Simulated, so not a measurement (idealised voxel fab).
Process module heading - voxel self aligned contacts
Each square cell in cross-section cut measures 5 nm, and the section as a whole is 235 nm wide.
Think of the cross-section as a grid of square cells. We describe it in bands, top to bottom, and each band covers one or more rows of those cells.
Quick guide to a band line: top height, bottom height (nm) up front; then every material left to right with its width in nm. Only one material and it's marked "everywhere"? Then it fills the band edge to edge. And "blank" just means empty space.
It should be noted that heights are counted from 0, beneath which the wafer as supplied is of one material throughout, and that the lowest band possesses no lower boundary but continues downward, as written in "0..down".
A width such as "30->40" changes by the same amount from each row of cells to the next, from the band's top row to its bottom row.
Basically "no alteration" means that step didn't change any cell in the cross-section.
Empty spaces without an open route to the top, at least 8 cells in extent, make up the entry "Closed empty spaces"; each is given as width x height at distance, where the distance is measured from the left edge, and all are in nm.
after a step's settings: what the simulator itself notes on the step
You can add "overlay nm" to a step's line. For a step with a mask, it describes how far the mask lay to the right of its planned position, and a negative number describes a lay to the left.
## Process steps foreseen in the plan
1) RECEIVE,material Si
2) CONFORMAL_DEP,material SiO2,thk nm 5
3) DIRECTIONAL_DEP,material polySi,thk nm 25
4) DIRECTIONAL_DEP,material SiN,thk nm 20
5) DIRECTIONAL_DEP,material aC,thk nm 10
6) PATTERN,tone cover,mask id GATE,material resist,width nm 35,pitch nm 60,thk nm 30,overlay nm 0
7) DIRECTIONAL_ETCH,etch materials aC,depth nm 10
8) STRIP,etch materials resist
9) DIRECTIONAL_ETCH,etch materials SiN,depth nm 20
10) DIRECTIONAL_ETCH,etch materials polySi,depth nm 25
11) STRIP,etch materials aC
12) CONFORMAL_DEP,material SiN,thk nm 5
13) DIRECTIONAL_ETCH,etch materials SiN,depth nm 5
14) FILL_DEP,material SiO2,thk nm 15
15) CMP,height nm 55
16) DIRECTIONAL_DEP,material aC,thk nm 15
17) PATTERN,tone open,mask id CONTACT,material resist,width nm 45,pitch nm 60,thk nm 35,overlay nm 0
18) DIRECTIONAL_ETCH,etch materials aC,depth nm 15
19) STRIP,etch materials resist
20) DIRECTIONAL_ETCH,etch materials SiO2,depth nm 55
21) STRIP,etch materials aC
22) CONFORMAL_DEP,material TiN,thk nm 5
23) FILL_DEP,material W,thk nm 10
24) CMP,height nm 55
25) CONFORMAL_DEP,material SiN,thk nm 5
## Wafer at receipt (post step 1), cross-section
0..down: Si everywhere
Closed empty spaces: none
## first wafer at the end, as planned
60..55: SiN everywhere
55..50: SiO2 65 nm  TiN 20 nm  W 5 nm  TiN 20 nm  SiO2 15 nm  TiN 20 nm  W 5 nm  TiN 20 nm  SiO2 65 nm
50..30: SiO2 35 nm  SiN 45 nm  TiN 5 nm  W 5 nm  TiN 5 nm  SiN 45 nm  TiN 5 nm  W 5 nm  TiN 5 nm  SiN 45 nm  SiO2 35 nm
30..5: SiO2 35 nm  SiN 5 nm  polySi 35 nm  SiN 5 nm  TiN 5 nm  W 5 nm  TiN 5 nm  SiN 5 nm  polySi 35 nm  SiN 5 nm  TiN 5 nm  W 5 nm  TiN 5 nm  SiN 5 nm  polySi 35 nm  SiN 5 nm  SiO2 35 nm
5..0: SiO2 80 nm  TiN 15 nm  SiO2 45 nm  TiN 15 nm  SiO2 80 nm
0..down: Si everywhere
Closed empty spaces: none
## So this is wafer number two of the two, cut at the end of the module - it started where the first did and had the same plan, we just got one thing wrong running it
60..55: SiN everywhere
55..50: SiO2 65 nm  TiN 20 nm  W 5 nm  TiN 20 nm  SiO2 15 nm  TiN 20 nm  W 5 nm  TiN 20 nm  SiO2 65 nm
50..30: SiO2 35 nm  SiN 45 nm  TiN 5 nm  W 5 nm  TiN 5 nm  SiN 45 nm  TiN 5 nm  W 5 nm  TiN 5 nm  SiN 45 nm  SiO2 35 nm
30..25: SiO2 80 nm  TiN 15 nm  SiO2 45 nm  TiN 15 nm  SiO2 80 nm
25..0: polySi everywhere
0..down: Si everywhere
Closed empty spaces: none
In executing the process, a mistake was made relative to the plan: mixed up steps 2 and 3 - ran each in the other's place
Materials where the second wafer ends with more or fewer cells than the first: -30 SiN; -70 SiO2; -20 TiN; -10 W; +130 polySi
